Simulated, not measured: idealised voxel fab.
Module name: voxel capacitor over wiring (process module)
cross-section cut | 245 nm wide | cells 5 nm
When this document writes out a cross-section, it uses a grid of square cells and lists it as bands, beginning at the top and moving down, with a band standing for one or more rows of cells.
Within each band entry, the heights of the top and of the bottom of the band appear first, in that order and in nm; the materials of the band then follow from left to right, each with its corresponding width in nm. The designation "throughout" on a single material indicates that it fills the band from edge to edge; the designation "empty" indicates empty space.
Ref level 0: as-received wafer is one material below here. Bottom band extends down with no lower bound ("top 0, no bottom").
Think of "30->40" as a width that walks from the first number to the second as you go down the band, top row to bottom row, taking equal-sized steps from row to row.
The cross-section has no changed cell in any step marked "nothing got changed".
The entry "Sealed void listing" lists the empty spaces that cover at least 8 cells and have no open path to the top. Each is written as width x height at distance, where the distance is measured from the left edge and all three values are in nm.
On a step's line, text after the settings is the simulator commenting on that step.
If you see "overlay nm" on a step's line and that step has a mask, it's telling you how far right of where it was planned the mask ended up; a negative number means it went left instead.
### The planned process steps are enumerated hereunder
- 1: op RECEIVE | material Si
- 2: op CONFORMAL_DEP | material SiO2 | thk nm 15
- 3: op CONFORMAL_DEP | material SiN | thk nm 5
- 4: op DIRECTIONAL_DEP | material SiO2 | thk nm 20
- 5: op DIRECTIONAL_DEP | material aC | thk nm 10
- 6: op PATTERN | tone open | mask id METAL_1 | material resist | width nm 25 | pitch nm 90 | thk nm 25 | overlay nm 0
- 7: op DIRECTIONAL_ETCH | etch materials aC | depth nm 10
- 8: op STRIP | etch materials resist
- 9: op DIRECTIONAL_ETCH | etch materials SiO2 | depth nm 20
- 10: op DIRECTIONAL_ETCH | etch materials SiN | depth nm 5
- 11: op STRIP | etch materials aC
- 12: op CONFORMAL_DEP | material TiN | thk nm 5
- 13: op FILL_DEP | material W | thk nm 10
- 14: op CMP | height nm 40
- 15: op CONFORMAL_DEP | material SiCN | thk nm 5
- 16: op DIRECTIONAL_DEP | material lowk | thk nm 20
- 17: op MASKED_ETCH | tone open | mask id PLUG_1 | width nm 15 | etch materials lowk | depth nm 20 | overlay nm 0
- 18: op MASKED_ETCH | tone open | mask id PLUG_1 | width nm 15 | etch materials SiCN | depth nm 5 | overlay nm 0
- 19: op CONFORMAL_DEP | material TiN | thk nm 5
- 20: op FILL_DEP | material W | thk nm 5
- 21: op CMP | height nm 65
- 22: op DIRECTIONAL_DEP | material TiN | thk nm 10
- 23: op DIRECTIONAL_DEP | material HfO2 | thk nm 5
- 24: op DIRECTIONAL_DEP | material TiN | thk nm 10
- 25: op DIRECTIONAL_DEP | material aC | thk nm 15
- 26: op PATTERN | tone cover | mask id UPPER_PLATE | material resist | width nm 70 | thk nm 30 | overlay nm 0
- 27: op DIRECTIONAL_ETCH | etch materials aC | depth nm 15
- 28: op STRIP | etch materials resist
- 29: op DIRECTIONAL_ETCH | etch materials TiN | depth nm 10
- 30: op DIRECTIONAL_ETCH | etch materials HfO2 | depth nm 5
- 31: op STRIP | etch materials aC
- 32: op DIRECTIONAL_DEP | material aC | thk nm 15
- 33: op PATTERN | tone cover | mask id LOWER_PLATE | material resist | width nm 80 | thk nm 30 | overlay nm 0
- 34: op DIRECTIONAL_ETCH | etch materials aC | depth nm 15
- 35: op STRIP | etch materials resist
- 36: op DIRECTIONAL_ETCH | etch materials TiN | depth nm 10
- 37: op STRIP | etch materials aC
- 38: op FILL_DEP | material SiO2 | thk nm 15
- 39: op CMP | height nm 100
- 40: op DIRECTIONAL_DEP | material aC | thk nm 15
- 41: op PATTERN | tone open | mask id PLUG_2 | material resist | width nm 15 | thk nm 35 | overlay nm 0
- 42: op DIRECTIONAL_ETCH | etch materials aC | depth nm 15
- 43: op STRIP | etch materials resist
- 44: op DIRECTIONAL_ETCH | etch materials SiO2 | depth nm 10
- 45: op STRIP | etch materials aC
- 46: op CONFORMAL_DEP | material TiN | thk nm 5
- 47: op FILL_DEP | material Ru | thk nm 10
- 48: op CMP | height nm 100
- 49: op CONFORMAL_DEP | material SiN | thk nm 5
### Cross-section of the incoming wafer, state after step 1
  top 0, no bottom: Si throughout
  Sealed void listing: none
### a wafer at the end: this start, this plan, one mistake
  top 105, bottom 100: SiN throughout
  top 100, bottom 95: SiO2 (85); TiN (5); Ru (5); TiN (5); SiO2 (145)
  top 95, bottom 90: SiO2 (85); TiN (15); SiO2 (145)
  top 90, bottom 80: SiO2 (75); TiN (70); SiO2 (100)
  top 80, bottom 75: SiO2 (75); HfO2 (70); SiO2 (100)
  top 75, bottom 65: SiO2 (70); TiN (80); SiO2 (95)
  top 65, bottom 45: lowk (75); TiN (5); W (5); TiN (5); lowk (155)
  top 45, bottom 40: SiCN (75); TiN (15); SiCN (155)
  top 40, bottom 35: SiO2 (65); TiN (5); W (15); TiN (5); SiO2 (65); TiN (5); W (15); TiN (5); SiO2 (65)
  top 35, bottom 30: SiN (65); TiN (25); SiN (65); TiN (25); SiN (65)
  top 30, bottom 0: SiO2 throughout
  top 0, no bottom: Si throughout
  Sealed void listing: none
Here's what went sideways: step 2, plan: ran twice
